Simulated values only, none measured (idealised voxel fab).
The document below concerns the process module designated voxel self aligned contacts.
cross-section cut | 150 nm wide | cells 5 nm
Think of the cross-section as a grid of square cells. We describe it in bands, top to bottom, and each band covers one or more rows of those cells.
First you get the band's top height and its bottom height, in nm, and then the materials it's made of, left to right, with each width in nm. If you see a single material with "edge to edge", that one covers the band edge to edge. "empty" is empty space.
Heads up on the height convention: 0 is the point under which the incoming wafer is all one material, and the lowest band has no bottom, it just keeps going down, like "0 -> down".
When a width is written as two numbers, as in "30 to 40", the first number is the width in the top row of cells of the band and the second is the width in its bottom row, and the width changes by the same amount from each row to the next.
Any step labelled "nothing changed" changed none of the cells in the cross-section.
"Closed voids list" specifies each empty space that is not open to the top and that occupies no fewer than 8 cells, using the form width x height at distance, the distance measured from the left edge and all three quantities in nm.
If you see something after the settings on a step's line, that's the simulator's own remark about that step.
You can add "overlay nm" to a step's line. For a step with a mask, it describes how far the mask lay to the right of its planned position, and a negative number describes a lay to the left.

**Listed below are the process steps as planned**
1: RECEIVE, material Si
2: OXIDIZE, depth nm 5
3: DIRECTIONAL_DEP, material polySi, thk nm 20
4: DIRECTIONAL_DEP, material SiN, thk nm 20
5: MASKED_ETCH, tone cover, mask id GATE, width nm 35, pitch nm 65, etch materials SiN, depth nm 20, overlay nm 0
6: MASKED_ETCH, tone cover, mask id GATE, width nm 35, pitch nm 65, etch materials polySi, depth nm 20, overlay nm 0
7: CONFORMAL_DEP, material SiN, thk nm 5
8: DIRECTIONAL_ETCH, etch materials SiN, depth nm 5
9: FILL_DEP, material SiO2, thk nm 20
10: CMP, height nm 50
11: MASKED_ETCH, tone open, mask id CONTACT, width nm 40, etch materials SiO2, depth nm 55, overlay nm 0
12: CONFORMAL_DEP, material TiN, thk nm 5
13: FILL_DEP, material Ru, thk nm 5
14: CMP, height nm 50
15: CONFORMAL_DEP, material SiN, thk nm 5

**Step 1 complete: cross-section of the wafer as received**
0 -> down  Si edge to edge
Closed voids list: none

**Cross-section taken at module completion on the first of two wafers; processed per the plan**
55 -> 50  SiN edge to edge
50 -> 40  55 nm SiO2 / 5 to 15 nm TiN / 30 to 10 nm Ru / 5 to 15 nm TiN / 55 nm SiO2
40 -> 20  20 nm SiO2 / 45 nm SiN / 5 nm TiN / 10 nm Ru / 5 nm TiN / 45 nm SiN / 20 nm SiO2
20 -> 0  20 nm SiO2 / 5 nm SiN / 35 nm polySi / 5 nm SiN / 5 nm TiN / 10 nm Ru / 5 nm TiN / 5 nm SiN / 35 nm polySi / 5 nm SiN / 20 nm SiO2
0 -> -5  65 nm SiO2 / 20 nm TiN / 65 nm SiO2
-5 -> down  Si edge to edge
Closed voids list: none

**Here's the second of our two wafers sectioned at module end. Same start as the first, same plan, but one mistake got made running it**
55 -> 50  SiN edge to edge
50 -> 40  55 nm SiO2 / 5 to 15 nm TiN / 30 to 10 nm Ru / 5 to 15 nm TiN / 55 nm SiO2
40 -> 25  20 nm SiO2 / 45 nm SiN / 5 nm TiN / 10 nm Ru / 5 nm TiN / 45 nm SiN / 20 nm SiO2
25 -> 20  20 nm SiO2 / 45 nm SiN / 20 nm TiN / 45 nm SiN / 20 nm SiO2
20 -> 0  10 nm SiO2 / 5 nm SiN / 45 nm polySi / 5 nm SiN / 10 nm TiN / 5 nm SiN / 45 nm polySi / 5 nm SiN / 20 nm SiO2
0 -> -5  65 nm SiO2 / 10 nm TiN / 75 nm SiO2
-5 -> down  Si edge to edge
Closed voids list: none
The plan and the run diverged here: not per plan at step 6, really ran MASKED_ETCH, tone cover, mask id GATE, width nm 35, pitch nm 65, etch materials polySi, depth nm 20, overlay nm -10
Cell-count delta at end, second wafer over first, by material: Ru: 10 fewer | SiO2: 6 fewer | polySi: 16 more
